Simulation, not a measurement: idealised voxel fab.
process module | voxel transistor to metal
cross-section cut | 285 nm wide | cells 5 nm
A cross-section is a grid of square cells, given in bands from the top down. A band is one or more rows of cells.
Each band's line starts with the height of the band's top and of its bottom, in nm. Then come its materials from left to right, each with its width in nm. One material with "throughout" fills the band from edge to edge. "air" is empty space.
Height 0 is the level under which the wafer as received is all one material. The lowest band goes on downwards, as in "0 down".
A width such as "30 to 40" changes by the same amount from each row of cells to the next, from the band's top row to its bottom row.
"no change" after a step means that no cell of the cross-section changed.
closed voids: empty space of 8 cells or more with no open way to the top, each as width x height at its distance from the left edge, in nm
after a step's settings: what the simulator itself notes on the step
overlay nm, on a step with a mask: how far to the right of its planned place the mask lay; to the left if negative
plan
1 op RECEIVE | material Si
2 op OXIDIZE | depth nm 5
3 op CONFORMAL_DEP | material SiN | thk nm 15
4 op DIRECTIONAL_DEP | material aC | thk nm 15
5 op PATTERN | tone cover | mask id ACTIVE | material resist | width nm 100 | pitch nm 120 | thk nm 35 | overlay nm 0
6 op DIRECTIONAL_ETCH | etch materials aC | depth nm 15
7 op STRIP | etch materials resist
8 op DIRECTIONAL_ETCH | etch materials SiN | depth nm 15
9 op DIRECTIONAL_ETCH | etch materials SiO2 | depth nm 5
10 op DIRECTIONAL_ETCH | etch materials Si | depth nm 30
11 op STRIP | etch materials aC
12 op OXIDIZE | depth nm 5
13 op FILL_DEP | material SiO2 | thk nm 15
14 op CMP | height nm 15
15 op SELECTIVE_ETCH | etch materials SiO2 | depth nm 10
16 op STRIP | etch materials SiN
17 op SELECTIVE_ETCH | etch materials SiO2 | depth nm 5
18 op OXIDIZE | depth nm 5
19 op DIRECTIONAL_DEP | material polySi | thk nm 30
20 op DIRECTIONAL_DEP | material SiCN | thk nm 10
21 op MASKED_ETCH | tone cover | mask id GATE | width nm 30 | pitch nm 120 | etch materials SiCN | depth nm 20 | overlay nm 0
22 op MASKED_ETCH | tone cover | mask id GATE | width nm 30 | pitch nm 120 | etch materials polySi | depth nm 40 | overlay nm 0
23 op CONFORMAL_DEP | material SiO2 | thk nm 5
24 op DIRECTIONAL_ETCH | etch materials SiO2 | depth nm 5
25 op CONFORMAL_DEP | material SiN | thk nm 5
26 op DIRECTIONAL_ETCH | etch materials SiN | depth nm 5
27 op DIRECTIONAL_ETCH | etch materials SiO2 | depth nm 5
28 op DIRECTIONAL_ETCH | etch materials Si | depth nm 5
29 op EPI | material SiGe | thk nm 5
30 op FILL_DEP | material SiO2 | thk nm 10
31 op CMP | height nm 25
32 op STRIP | etch materials polySi
33 op SELECTIVE_ETCH | etch materials SiO2 | depth nm 5
34 op CONFORMAL_DEP | material HfO2 | thk nm 5
35 op CONFORMAL_DEP | material TiN | thk nm 5
36 op FILL_DEP | material W | thk nm 10
37 op CMP | height nm 20
38 op DIRECTIONAL_DEP | material SiO2 | thk nm 15
39 op PATTERN | tone open | mask id CONTACT | material resist | width nm 15 | thk nm 15 | overlay nm 0
40 op DIRECTIONAL_ETCH | etch materials SiO2 | depth nm 45
41 op STRIP | etch materials resist
42 op CONFORMAL_DEP | material TiN | thk nm 5
43 op FILL_DEP | material W | thk nm 5
44 op CMP | height nm 35
45 op DIRECTIONAL_DEP | material TiN | thk nm 5
46 op DIRECTIONAL_DEP | material Ru | thk nm 25
47 op MASKED_ETCH | tone cover | mask id METAL_1 | width nm 15 | etch materials Ru | depth nm 25 | overlay nm 0
48 op MASKED_ETCH | tone cover | mask id METAL_1 | width nm 15 | etch materials TiN | depth nm 5 | overlay nm 0
49 op FILL_DEP | material SiO2 | thk nm 5
50 op CMP | height nm 65
51 op CONFORMAL_DEP | material SiN | thk nm 5
first wafer, as planned
as received, after step 1
  0 down: Si throughout
  closed voids: none
after step 2
  0 to -5: SiO2 throughout
  below -5: unchanged
after step 3
  15 to 0: SiN throughout
  below 0: unchanged
after step 4
  30 to 15: aC throughout
  below 15: unchanged
after step 5
  65 to 30: air 30 | resist 100 | air 20 | resist 100 | air 35
  below 30: unchanged
after step 6
  50 to 30: air 30 | resist 100 | air 20 | resist 100 | air 35
  30 to 15: air 30 | aC 100 | air 20 | aC 100 | air 35
  below 15: unchanged
after step 7
  30 to 15: air 30 | aC 100 | air 20 | aC 100 | air 35
  below 15: unchanged
after step 8
  30 to 15: air 30 | aC 100 | air 20 | aC 100 | air 35
  15 to 0: air 30 | SiN 100 | air 20 | SiN 100 | air 35
  below 0: unchanged
after step 9
  30 to 15: air 30 | aC 100 | air 20 | aC 100 | air 35
  15 to 0: air 30 | SiN 100 | air 20 | SiN 100 | air 35
  0 to -5: air 30 | SiO2 100 | air 20 | SiO2 100 | air 35
  below -5: unchanged
after step 10
  30 to 15: air 30 | aC 100 | air 20 | aC 100 | air 35
  15 to 0: air 30 | SiN 100 | air 20 | SiN 100 | air 35
  0 to -5: air 30 | SiO2 100 | air 20 | SiO2 100 | air 35
  -5 to -35: air 30 | Si 100 | air 20 | Si 100 | air 35
  below -35: unchanged
after step 11
  15 to 0: air 30 | SiN 100 | air 20 | SiN 100 | air 35
  below 0: unchanged
after step 12
  15 to 0: air 30 | SiN 100 | air 20 | SiN 100 | air 35
  0 to -5: air 30 | SiO2 100 | air 20 | SiO2 100 | air 35
  -5 to -35: air 30 | SiO2 5 | Si 90 | SiO2 5 | air 20 | SiO2 5 | Si 90 | SiO2 5 | air 35
  -35 to -40: SiO2 35 | Si 90 | SiO2 30 | Si 90 | SiO2 40
  below -40: unchanged
after step 13
  30 to 15: SiO2 throughout
  15 to 0: SiO2 30 | SiN 100 | SiO2 20 | SiN 100 | SiO2 35
  0 to -5: SiO2 throughout
  -5 to -40: SiO2 35 | Si 90 | SiO2 30 | Si 90 | SiO2 40
  below -40: unchanged
after step 14
  15 to 0: SiO2 30 | SiN 100 | SiO2 20 | SiN 100 | SiO2 35
  below 0: unchanged
after step 15
  15 to 5: air 30 | SiN 100 | air 20 | SiN 100 | air 35
  below 5: unchanged
after step 16
  5 to 0: SiO2 30 | air 100 | SiO2 20 | air 100 | SiO2 35
  below 0: unchanged
after step 17
  0 to -5: SiO2 25 | air 110 | SiO2 10 | air 110 | SiO2 30
  below -5: unchanged
after step 18
  0 to -5: SiO2 25 | air 110 | SiO2 10 | air 110 | SiO2 30
  -5 to -10: SiO2 throughout
  below -10: unchanged
after step 19
  30 to 25: polySi 25 | air 110 | polySi 10 | air 110 | polySi 30
  25 to 0: polySi throughout
  0 to -5: SiO2 25 | polySi 110 | SiO2 10 | polySi 110 | SiO2 30
  below -5: unchanged
after step 20
  40 to 35: SiCN 25 | air 110 | SiCN 10 | air 110 | SiCN 30
  35 to 30: SiCN throughout
  30 to 25: polySi 25 | SiCN 110 | polySi 10 | SiCN 110 | polySi 30
  below 25: unchanged
after step 21
  35 to 30: air 65 | SiCN 30 | air 90 | SiCN 30 | air 70
  30 to 25: polySi 25 | air 40 | SiCN 30 | air 40 | polySi 10 | air 40 | SiCN 30 | air 40 | polySi 30
  below 25: unchanged
after step 22
  35 to 25: air 65 | SiCN 30 | air 90 | SiCN 30 | air 70
  25 to 0: air 65 | polySi 30 | air 90 | polySi 30 | air 70
  0 to -5: SiO2 25 | air 40 | polySi 30 | air 40 | SiO2 10 | air 40 | polySi 30 | air 40 | SiO2 30
  below -5: unchanged
after step 23
  40 to 35: air 60 | SiO2 40 | air 80 | SiO2 40 | air 65
  35 to 25: air 60 | SiO2 5 | SiCN 30 | SiO2 5 | air 80 | SiO2 5 | SiCN 30 | SiO2 5 | air 65
  25 to 5: air 60 | SiO2 5 | polySi 30 | SiO2 5 | air 80 | SiO2 5 | polySi 30 | SiO2 5 | air 65
  5 to 0: SiO2 30 | air 30 | SiO2 5 | polySi 30 | SiO2 5 | air 30 | SiO2 20 | air 30 | SiO2 5 | polySi 30 | SiO2 5 | air 30 | SiO2 35
  0 to -5: SiO2 65 | polySi 30 | SiO2 90 | polySi 30 | SiO2 70
  below -5: unchanged
after step 24
  35 to 25: air 60 | SiO2 5 | SiCN 30 | SiO2 5 | air 80 | SiO2 5 | SiCN 30 | SiO2 5 | air 65
  25 to 0: air 60 | SiO2 5 | polySi 30 | SiO2 5 | air 80 | SiO2 5 | polySi 30 | SiO2 5 | air 65
  0 to -5: SiO2 30 | air 30 | SiO2 5 | polySi 30 | SiO2 5 | air 30 | SiO2 20 | air 30 | SiO2 5 | polySi 30 | SiO2 5 | air 30 | SiO2 35
  below -5: unchanged
after step 25
  40 to 35: air 55 | SiN 50 | air 70 | SiN 50 | air 60
  35 to 25: air 55 | SiN 5 | SiO2 5 | SiCN 30 | SiO2 5 | SiN 5 | air 70 | SiN 5 | SiO2 5 | SiCN 30 | SiO2 5 | SiN 5 | air 60
  25 to 5: air 55 | SiN 5 | SiO2 5 | polySi 30 | SiO2 5 | SiN 5 | air 70 | SiN 5 | SiO2 5 | polySi 30 | SiO2 5 | SiN 5 | air 60
  5 to 0: SiN 35 | air 20 | SiN 5 | SiO2 5 | polySi 30 | SiO2 5 | SiN 5 | air 20 | SiN 30 | air 20 | SiN 5 | SiO2 5 | polySi 30 | SiO2 5 | SiN 5 | air 20 | SiN 40
  0 to -5: SiO2 30 | SiN 30 | SiO2 5 | polySi 30 | SiO2 5 | SiN 30 | SiO2 20 | SiN 30 | SiO2 5 | polySi 30 | SiO2 5 | SiN 30 | SiO2 35
  below -5: unchanged
after step 26
  35 to 25: air 55 | SiN 5 | SiO2 5 | SiCN 30 | SiO2 5 | SiN 5 | air 70 | SiN 5 | SiO2 5 | SiCN 30 | SiO2 5 | SiN 5 | air 60
  25 to 0: air 55 | SiN 5 | SiO2 5 | polySi 30 | SiO2 5 | SiN 5 | air 70 | SiN 5 | SiO2 5 | polySi 30 | SiO2 5 | SiN 5 | air 60
  0 to -5: SiO2 30 | SiN 5 | air 20 | SiN 5 | SiO2 5 | polySi 30 | SiO2 5 | SiN 5 | air 20 | SiN 5 | SiO2 20 | SiN 5 | air 20 | SiN 5 | SiO2 5 | polySi 30 | SiO2 5 | SiN 5 | air 20 | SiN 5 | SiO2 35
  below -5: unchanged
after step 27
  35 to 30: air 55 | SiN 5 | air 5 | SiCN 30 | air 5 | SiN 5 | air 70 | SiN 5 | air 5 | SiCN 30 | air 5 | SiN 5 | air 60
  30 to 25: air 55 | SiN 5 | SiO2 5 | SiCN 30 | SiO2 5 | SiN 5 | air 70 | SiN 5 | SiO2 5 | SiCN 30 | SiO2 5 | SiN 5 | air 60
  25 to 0: air 55 | SiN 5 | SiO2 5 | polySi 30 | SiO2 5 | SiN 5 | air 70 | SiN 5 | SiO2 5 | polySi 30 | SiO2 5 | SiN 5 | air 60
  0 to -5: air 30 | SiN 5 | air 20 | SiN 5 | SiO2 5 | polySi 30 | SiO2 5 | SiN 5 | air 20 | SiN 5 | air 20 | SiN 5 | air 20 | SiN 5 | SiO2 5 | polySi 30 | SiO2 5 | SiN 5 | air 20 | SiN 5 | air 35
  -5 to -10: SiO2 35 | air 20 | SiO2 50 | air 20 | SiO2 30 | air 20 | SiO2 50 | air 20 | SiO2 40
  below -10: unchanged
after step 28
  35 to 30: air 55 | SiN 5 | air 5 | SiCN 30 | air 5 | SiN 5 | air 70 | SiN 5 | air 5 | SiCN 30 | air 5 | SiN 5 | air 60
  30 to 25: air 55 | SiN 5 | SiO2 5 | SiCN 30 | SiO2 5 | SiN 5 | air 70 | SiN 5 | SiO2 5 | SiCN 30 | SiO2 5 | SiN 5 | air 60
  25 to 0: air 55 | SiN 5 | SiO2 5 | polySi 30 | SiO2 5 | SiN 5 | air 70 | SiN 5 | SiO2 5 | polySi 30 | SiO2 5 | SiN 5 | air 60
  0 to -5: air 30 | SiN 5 | air 20 | SiN 5 | SiO2 5 | polySi 30 | SiO2 5 | SiN 5 | air 20 | SiN 5 | air 20 | SiN 5 | air 20 | SiN 5 | SiO2 5 | polySi 30 | SiO2 5 | SiN 5 | air 20 | SiN 5 | air 35
  -5 to -10: SiO2 35 | air 20 | SiO2 50 | air 20 | SiO2 30 | air 20 | SiO2 50 | air 20 | SiO2 40
  -10 to -15: SiO2 35 | air 20 | Si 50 | air 20 | SiO2 30 | air 20 | Si 50 | air 20 | SiO2 40
  below -15: unchanged
after step 29
  35 to 30: air 55 | SiN 5 | air 5 | SiCN 30 | air 5 | SiN 5 | air 70 | SiN 5 | air 5 | SiCN 30 | air 5 | SiN 5 | air 60
  30 to 25: air 55 | SiN 5 | SiO2 5 | SiCN 30 | SiO2 5 | SiN 5 | air 70 | SiN 5 | SiO2 5 | SiCN 30 | SiO2 5 | SiN 5 | air 60
  25 to 0: air 55 | SiN 5 | SiO2 5 | polySi 30 | SiO2 5 | SiN 5 | air 70 | SiN 5 | SiO2 5 | polySi 30 | SiO2 5 | SiN 5 | air 60
  0 to -5: air 30 | SiN 5 | air 20 | SiN 5 | SiO2 5 | polySi 30 | SiO2 5 | SiN 5 | air 20 | SiN 5 | air 20 | SiN 5 | air 20 | SiN 5 | SiO2 5 | polySi 30 | SiO2 5 | SiN 5 | air 20 | SiN 5 | air 35
  -5 to -10: SiO2 35 | air 15 | SiGe 5 | SiO2 50 | SiGe 5 | air 15 | SiO2 30 | air 15 | SiGe 5 | SiO2 50 | SiGe 5 | air 15 | SiO2 40
  -10 to -15: SiO2 35 | SiGe 20 | Si 50 | SiGe 20 | SiO2 30 | SiGe 20 | Si 50 | SiGe 20 | SiO2 40
  below -15: unchanged
after step 30
  45 to 35: SiO2 throughout
  35 to 25: SiO2 55 | SiN 5 | SiO2 5 | SiCN 30 | SiO2 5 | SiN 5 | SiO2 70 | SiN 5 | SiO2 5 | SiCN 30 | SiO2 5 | SiN 5 | SiO2 60
  25 to 0: SiO2 55 | SiN 5 | SiO2 5 | polySi 30 | SiO2 5 | SiN 5 | SiO2 70 | SiN 5 | SiO2 5 | polySi 30 | SiO2 5 | SiN 5 | SiO2 60
  0 to -5: SiO2 30 | SiN 5 | SiO2 20 | SiN 5 | SiO2 5 | polySi 30 | SiO2 5 | SiN 5 | SiO2 20 | SiN 5 | SiO2 20 | SiN 5 | SiO2 20 | SiN 5 | SiO2 5 | polySi 30 | SiO2 5 | SiN 5 | SiO2 20 | SiN 5 | SiO2 35
  -5 to -10: SiO2 50 | SiGe 5 | SiO2 50 | SiGe 5 | SiO2 60 | SiGe 5 | SiO2 50 | SiGe 5 | SiO2 55
  below -10: unchanged
after step 31
  25 to 0: SiO2 55 | SiN 5 | SiO2 5 | polySi 30 | SiO2 5 | SiN 5 | SiO2 70 | SiN 5 | SiO2 5 | polySi 30 | SiO2 5 | SiN 5 | SiO2 60
  below 0: unchanged
after step 32
  25 to 0: SiO2 55 | SiN 5 | SiO2 5 | air 30 | SiO2 5 | SiN 5 | SiO2 70 | SiN 5 | SiO2 5 | air 30 | SiO2 5 | SiN 5 | SiO2 60
  0 to -5: SiO2 30 | SiN 5 | SiO2 20 | SiN 5 | SiO2 5 | air 30 | SiO2 5 | SiN 5 | SiO2 20 | SiN 5 | SiO2 20 | SiN 5 | SiO2 20 | SiN 5 | SiO2 5 | air 30 | SiO2 5 | SiN 5 | SiO2 20 | SiN 5 | SiO2 35
  below -5: unchanged
after step 33
  25 to 20: air 55 | SiN 5 | air 40 | SiN 5 | air 70 | SiN 5 | air 40 | SiN 5 | air 60
  20 to 0: SiO2 55 | SiN 5 | air 40 | SiN 5 | SiO2 70 | SiN 5 | air 40 | SiN 5 | SiO2 60
  0 to -5: SiO2 30 | SiN 5 | SiO2 20 | SiN 5 | air 40 | SiN 5 | SiO2 20 | SiN 5 | SiO2 20 | SiN 5 | SiO2 20 | SiN 5 | air 40 | SiN 5 | SiO2 20 | SiN 5 | SiO2 35
  -5 to -10: SiO2 50 | SiGe 5 | SiO2 5 | air 40 | SiO2 5 | SiGe 5 | SiO2 60 | SiGe 5 | SiO2 5 | air 40 | SiO2 5 | SiGe 5 | SiO2 55
  below -10: unchanged
after step 34
  30 to 25: air 50 | HfO2 15 | air 30 | HfO2 15 | air 60 | HfO2 15 | air 30 | HfO2 15 | air 55
  25 to 20: HfO2 55 | SiN 5 | HfO2 5 | air 30 | HfO2 5 | SiN 5 | HfO2 70 | SiN 5 | HfO2 5 | air 30 | HfO2 5 | SiN 5 | HfO2 60
  20 to 0: SiO2 55 | SiN 5 | HfO2 5 | air 30 | HfO2 5 | SiN 5 | SiO2 70 | SiN 5 | HfO2 5 | air 30 | HfO2 5 | SiN 5 | SiO2 60
  0 to -5: SiO2 30 | SiN 5 | SiO2 20 | SiN 5 | HfO2 5 | air 30 | HfO2 5 | SiN 5 | SiO2 20 | SiN 5 | SiO2 20 | SiN 5 | SiO2 20 | SiN 5 | HfO2 5 | air 30 | HfO2 5 | SiN 5 | SiO2 20 | SiN 5 | SiO2 35
  -5 to -10: SiO2 50 | SiGe 5 | SiO2 5 | HfO2 40 | SiO2 5 | SiGe 5 | SiO2 60 | SiGe 5 | SiO2 5 | HfO2 40 | SiO2 5 | SiGe 5 | SiO2 55
  below -10: unchanged
after step 35
  35 to 30: air 45 | TiN 25 | air 20 | TiN 25 | air 50 | TiN 25 | air 20 | TiN 25 | air 50
  30 to 25: TiN 50 | HfO2 15 | TiN 5 | air 20 | TiN 5 | HfO2 15 | TiN 60 | HfO2 15 | TiN 5 | air 20 | TiN 5 | HfO2 15 | TiN 55
  25 to 20: HfO2 55 | SiN 5 | HfO2 5 | TiN 5 | air 20 | TiN 5 | HfO2 5 | SiN 5 | HfO2 70 | SiN 5 | HfO2 5 | TiN 5 | air 20 | TiN 5 | HfO2 5 | SiN 5 | HfO2 60
  20 to 0: SiO2 55 | SiN 5 | HfO2 5 | TiN 5 | air 20 | TiN 5 | HfO2 5 | SiN 5 | SiO2 70 | SiN 5 | HfO2 5 | TiN 5 | air 20 | TiN 5 | HfO2 5 | SiN 5 | SiO2 60
  0 to -5: SiO2 30 | SiN 5 | SiO2 20 | SiN 5 | HfO2 5 | TiN 30 | HfO2 5 | SiN 5 | SiO2 20 | SiN 5 | SiO2 20 | SiN 5 | SiO2 20 | SiN 5 | HfO2 5 | TiN 30 | HfO2 5 | SiN 5 | SiO2 20 | SiN 5 | SiO2 35
  below -5: unchanged
after step 36
  45 to 35: W throughout
  35 to 30: W 45 | TiN 25 | W 20 | TiN 25 | W 50 | TiN 25 | W 20 | TiN 25 | W 50
  30 to 25: TiN 50 | HfO2 15 | TiN 5 | W 20 | TiN 5 | HfO2 15 | TiN 60 | HfO2 15 | TiN 5 | W 20 | TiN 5 | HfO2 15 | TiN 55
  25 to 20: HfO2 55 | SiN 5 | HfO2 5 | TiN 5 | W 20 | TiN 5 | HfO2 5 | SiN 5 | HfO2 70 | SiN 5 | HfO2 5 | TiN 5 | W 20 | TiN 5 | HfO2 5 | SiN 5 | HfO2 60
  20 to 0: SiO2 55 | SiN 5 | HfO2 5 | TiN 5 | W 20 | TiN 5 | HfO2 5 | SiN 5 | SiO2 70 | SiN 5 | HfO2 5 | TiN 5 | W 20 | TiN 5 | HfO2 5 | SiN 5 | SiO2 60
  below 0: unchanged
after step 37
  20 to 0: SiO2 55 | SiN 5 | HfO2 5 | TiN 5 | W 20 | TiN 5 | HfO2 5 | SiN 5 | SiO2 70 | SiN 5 | HfO2 5 | TiN 5 | W 20 | TiN 5 | HfO2 5 | SiN 5 | SiO2 60
  below 0: unchanged
after step 38
  35 to 20: SiO2 throughout
  below 20: unchanged
after step 39
  50 to 35: resist 35 | air 15 | resist 60 | air 15 | resist 30 | air 15 | resist 60 | air 15 | resist 40
  below 35: unchanged
after step 40
  50 to 35: resist 35 | air 15 | resist 60 | air 15 | resist 30 | air 15 | resist 60 | air 15 | resist 40
  35 to 20: SiO2 35 | air 15 | SiO2 60 | air 15 | SiO2 30 | air 15 | SiO2 60 | air 15 | SiO2 40
  20 to 0: SiO2 35 | air 15 | SiO2 5 | SiN 5 | HfO2 5 | TiN 5 | W 20 | TiN 5 | HfO2 5 | SiN 5 | SiO2 5 | air 15 | SiO2 30 | air 15 | SiO2 5 | SiN 5 | HfO2 5 | TiN 5 | W 20 | TiN 5 | HfO2 5 | SiN 5 | SiO2 5 | air 15 | SiO2 40
  0 to -5: SiO2 30 | SiN 5 | air 15 | SiO2 5 | SiN 5 | HfO2 5 | TiN 30 | HfO2 5 | SiN 5 | SiO2 5 | air 15 | SiN 5 | SiO2 20 | SiN 5 | air 15 | SiO2 5 | SiN 5 | HfO2 5 | TiN 30 | HfO2 5 | SiN 5 | SiO2 5 | air 15 | SiN 5 | SiO2 35
  -5 to -10: SiO2 35 | air 15 | SiGe 5 | SiO2 5 | HfO2 40 | SiO2 5 | SiGe 5 | air 15 | SiO2 30 | air 15 | SiGe 5 | SiO2 5 | HfO2 40 | SiO2 5 | SiGe 5 | air 15 | SiO2 40
  below -10: unchanged
after step 41
  35 to 20: SiO2 35 | air 15 | SiO2 60 | air 15 | SiO2 30 | air 15 | SiO2 60 | air 15 | SiO2 40
  below 20: unchanged
after step 42
  40 to 35: TiN 40 | air 5 | TiN 70 | air 5 | TiN 40 | air 5 | TiN 70 | air 5 | TiN 45
  35 to 20: SiO2 35 | TiN 5 | air 5 | TiN 5 | SiO2 60 | TiN 5 | air 5 | TiN 5 | SiO2 30 | TiN 5 | air 5 | TiN 5 | SiO2 60 | TiN 5 | air 5 | TiN 5 | SiO2 40
  20 to 0: SiO2 35 | TiN 5 | air 5 | TiN 5 | SiO2 5 | SiN 5 | HfO2 5 | TiN 5 | W 20 | TiN 5 | HfO2 5 | SiN 5 | SiO2 5 | TiN 5 | air 5 | TiN 5 | SiO2 30 | TiN 5 | air 5 | TiN 5 | SiO2 5 | SiN 5 | HfO2 5 | TiN 5 | W 20 | TiN 5 | HfO2 5 | SiN 5 | SiO2 5 | TiN 5 | air 5 | TiN 5 | SiO2 40
  0 to -5: SiO2 30 | SiN 5 | TiN 5 | air 5 | TiN 5 | SiO2 5 | SiN 5 | HfO2 5 | TiN 30 | HfO2 5 | SiN 5 | SiO2 5 | TiN 5 | air 5 | TiN 5 | SiN 5 | SiO2 20 | SiN 5 | TiN 5 | air 5 | TiN 5 | SiO2 5 | SiN 5 | HfO2 5 | TiN 30 | HfO2 5 | SiN 5 | SiO2 5 | TiN 5 | air 5 | TiN 5 | SiN 5 | SiO2 35
  -5 to -10: SiO2 35 | TiN 15 | SiGe 5 | SiO2 5 | HfO2 40 | SiO2 5 | SiGe 5 | TiN 15 | SiO2 30 | TiN 15 | SiGe 5 | SiO2 5 | HfO2 40 | SiO2 5 | SiGe 5 | TiN 15 | SiO2 40
  below -10: unchanged
after step 43
  45 to 40: W throughout
  40 to 35: TiN 40 | W 5 | TiN 70 | W 5 | TiN 40 | W 5 | TiN 70 | W 5 | TiN 45
  35 to 20: SiO2 35 | TiN 5 | W 5 | TiN 5 | SiO2 60 | TiN 5 | W 5 | TiN 5 | SiO2 30 | TiN 5 | W 5 | TiN 5 | SiO2 60 | TiN 5 | W 5 | TiN 5 | SiO2 40
  20 to 0: SiO2 35 | TiN 5 | W 5 | TiN 5 | SiO2 5 | SiN 5 | HfO2 5 | TiN 5 | W 20 | TiN 5 | HfO2 5 | SiN 5 | SiO2 5 | TiN 5 | W 5 | TiN 5 | SiO2 30 | TiN 5 | W 5 | TiN 5 | SiO2 5 | SiN 5 | HfO2 5 | TiN 5 | W 20 | TiN 5 | HfO2 5 | SiN 5 | SiO2 5 | TiN 5 | W 5 | TiN 5 | SiO2 40
  0 to -5: SiO2 30 | SiN 5 | TiN 5 | W 5 | TiN 5 | SiO2 5 | SiN 5 | HfO2 5 | TiN 30 | HfO2 5 | SiN 5 | SiO2 5 | TiN 5 | W 5 | TiN 5 | SiN 5 | SiO2 20 | SiN 5 | TiN 5 | W 5 | TiN 5 | SiO2 5 | SiN 5 | HfO2 5 | TiN 30 | HfO2 5 | SiN 5 | SiO2 5 | TiN 5 | W 5 | TiN 5 | SiN 5 | SiO2 35
  below -5: unchanged
after step 44
  35 to 20: SiO2 35 | TiN 5 | W 5 | TiN 5 | SiO2 60 | TiN 5 | W 5 | TiN 5 | SiO2 30 | TiN 5 | W 5 | TiN 5 | SiO2 60 | TiN 5 | W 5 | TiN 5 | SiO2 40
  below 20: unchanged
after step 45
  40 to 35: TiN throughout
  below 35: unchanged
after step 46
  65 to 40: Ru throughout
  below 40: unchanged
after step 47
  65 to 40: air 35 | Ru 15 | air 60 | Ru 15 | air 30 | Ru 15 | air 60 | Ru 15 | air 40
  below 40: unchanged
after step 48
  65 to 40: air 35 | Ru 15 | air 60 | Ru 15 | air 30 | Ru 15 | air 60 | Ru 15 | air 40
  40 to 35: air 35 | TiN 15 | air 60 | TiN 15 | air 30 | TiN 15 | air 60 | TiN 15 | air 40
  below 35: unchanged
after step 49
  70 to 65: SiO2 throughout
  65 to 40: SiO2 35 | Ru 15 | SiO2 60 | Ru 15 | SiO2 30 | Ru 15 | SiO2 60 | Ru 15 | SiO2 40
  40 to 35: SiO2 35 | TiN 15 | SiO2 60 | TiN 15 | SiO2 30 | TiN 15 | SiO2 60 | TiN 15 | SiO2 40
  below 35: unchanged
after step 50
  65 to 40: SiO2 35 | Ru 15 | SiO2 60 | Ru 15 | SiO2 30 | Ru 15 | SiO2 60 | Ru 15 | SiO2 40
  below 40: unchanged
after step 51
  70 to 65: SiN throughout
  below 65: unchanged
second wafer: like start, like plan, one mistake. Through step 37 it matches the first wafer
when step 38 should have ended
  50 to 20: SiO2 throughout
  below 20: unchanged
when step 39 should have ended
  65 to 50: resist 35 | air 15 | resist 60 | air 15 | resist 30 | air 15 | resist 60 | air 15 | resist 40
  below 50: unchanged
when step 40 should have ended
  65 to 50: resist 35 | air 15 | resist 60 | air 15 | resist 30 | air 15 | resist 60 | air 15 | resist 40
  50 to 20: SiO2 35 | air 15 | SiO2 60 | air 15 | SiO2 30 | air 15 | SiO2 60 | air 15 | SiO2 40
  20 to 5: SiO2 35 | air 15 | SiO2 5 | SiN 5 | HfO2 5 | TiN 5 | W 20 | TiN 5 | HfO2 5 | SiN 5 | SiO2 5 | air 15 | SiO2 30 | air 15 | SiO2 5 | SiN 5 | HfO2 5 | TiN 5 | W 20 | TiN 5 | HfO2 5 | SiN 5 | SiO2 5 | air 15 | SiO2 40
  below 5: unchanged
when step 41 should have ended
  50 to 20: SiO2 35 | air 15 | SiO2 60 | air 15 | SiO2 30 | air 15 | SiO2 60 | air 15 | SiO2 40
  below 20: unchanged
when step 42 should have ended
  55 to 50: TiN 40 | air 5 | TiN 70 | air 5 | TiN 40 | air 5 | TiN 70 | air 5 | TiN 45
  50 to 20: SiO2 35 | TiN 5 | air 5 | TiN 5 | SiO2 60 | TiN 5 | air 5 | TiN 5 | SiO2 30 | TiN 5 | air 5 | TiN 5 | SiO2 60 | TiN 5 | air 5 | TiN 5 | SiO2 40
  20 to 10: SiO2 35 | TiN 5 | air 5 | TiN 5 | SiO2 5 | SiN 5 | HfO2 5 | TiN 5 | W 20 | TiN 5 | HfO2 5 | SiN 5 | SiO2 5 | TiN 5 | air 5 | TiN 5 | SiO2 30 | TiN 5 | air 5 | TiN 5 | SiO2 5 | SiN 5 | HfO2 5 | TiN 5 | W 20 | TiN 5 | HfO2 5 | SiN 5 | SiO2 5 | TiN 5 | air 5 | TiN 5 | SiO2 40
  10 to 5: SiO2 35 | TiN 15 | SiO2 5 | SiN 5 | HfO2 5 | TiN 5 | W 20 | TiN 5 | HfO2 5 | SiN 5 | SiO2 5 | TiN 15 | SiO2 30 | TiN 15 | SiO2 5 | SiN 5 | HfO2 5 | TiN 5 | W 20 | TiN 5 | HfO2 5 | SiN 5 | SiO2 5 | TiN 15 | SiO2 40
  below 5: unchanged
when step 43 should have ended
  60 to 55: W throughout
  55 to 50: TiN 40 | W 5 | TiN 70 | W 5 | TiN 40 | W 5 | TiN 70 | W 5 | TiN 45
  50 to 20: SiO2 35 | TiN 5 | W 5 | TiN 5 | SiO2 60 | TiN 5 | W 5 | TiN 5 | SiO2 30 | TiN 5 | W 5 | TiN 5 | SiO2 60 | TiN 5 | W 5 | TiN 5 | SiO2 40
  20 to 10: SiO2 35 | TiN 5 | W 5 | TiN 5 | SiO2 5 | SiN 5 | HfO2 5 | TiN 5 | W 20 | TiN 5 | HfO2 5 | SiN 5 | SiO2 5 | TiN 5 | W 5 | TiN 5 | SiO2 30 | TiN 5 | W 5 | TiN 5 | SiO2 5 | SiN 5 | HfO2 5 | TiN 5 | W 20 | TiN 5 | HfO2 5 | SiN 5 | SiO2 5 | TiN 5 | W 5 | TiN 5 | SiO2 40
  below 10: unchanged
when step 44 should have ended
  35 to 20: SiO2 35 | TiN 5 | W 5 | TiN 5 | SiO2 60 | TiN 5 | W 5 | TiN 5 | SiO2 30 | TiN 5 | W 5 | TiN 5 | SiO2 60 | TiN 5 | W 5 | TiN 5 | SiO2 40
  below 20: unchanged
when step 45 should have ended
  40 to 35: TiN throughout
  below 35: unchanged
when step 46 should have ended
  65 to 40: Ru throughout
  below 40: unchanged
when step 47 should have ended
  65 to 40: air 35 | Ru 15 | air 60 | Ru 15 | air 30 | Ru 15 | air 60 | Ru 15 | air 40
  below 40: unchanged
when step 48 should have ended
  65 to 40: air 35 | Ru 15 | air 60 | Ru 15 | air 30 | Ru 15 | air 60 | Ru 15 | air 40
  40 to 35: air 35 | TiN 15 | air 60 | TiN 15 | air 30 | TiN 15 | air 60 | TiN 15 | air 40
  below 35: unchanged
when step 49 should have ended
  70 to 65: SiO2 throughout
  65 to 40: SiO2 35 | Ru 15 | SiO2 60 | Ru 15 | SiO2 30 | Ru 15 | SiO2 60 | Ru 15 | SiO2 40
  40 to 35: SiO2 35 | TiN 15 | SiO2 60 | TiN 15 | SiO2 30 | TiN 15 | SiO2 60 | TiN 15 | SiO2 40
  below 35: unchanged
when step 50 should have ended
  65 to 40: SiO2 35 | Ru 15 | SiO2 60 | Ru 15 | SiO2 30 | Ru 15 | SiO2 60 | Ru 15 | SiO2 40
  below 40: unchanged
when step 51 should have ended
  70 to 65: SiN throughout
  below 65: unchanged
what went wrong: step 38 was run twice
at the end the second wafer has, in cells: 36 more of SiO2 | 24 fewer of TiN | 12 fewer of W
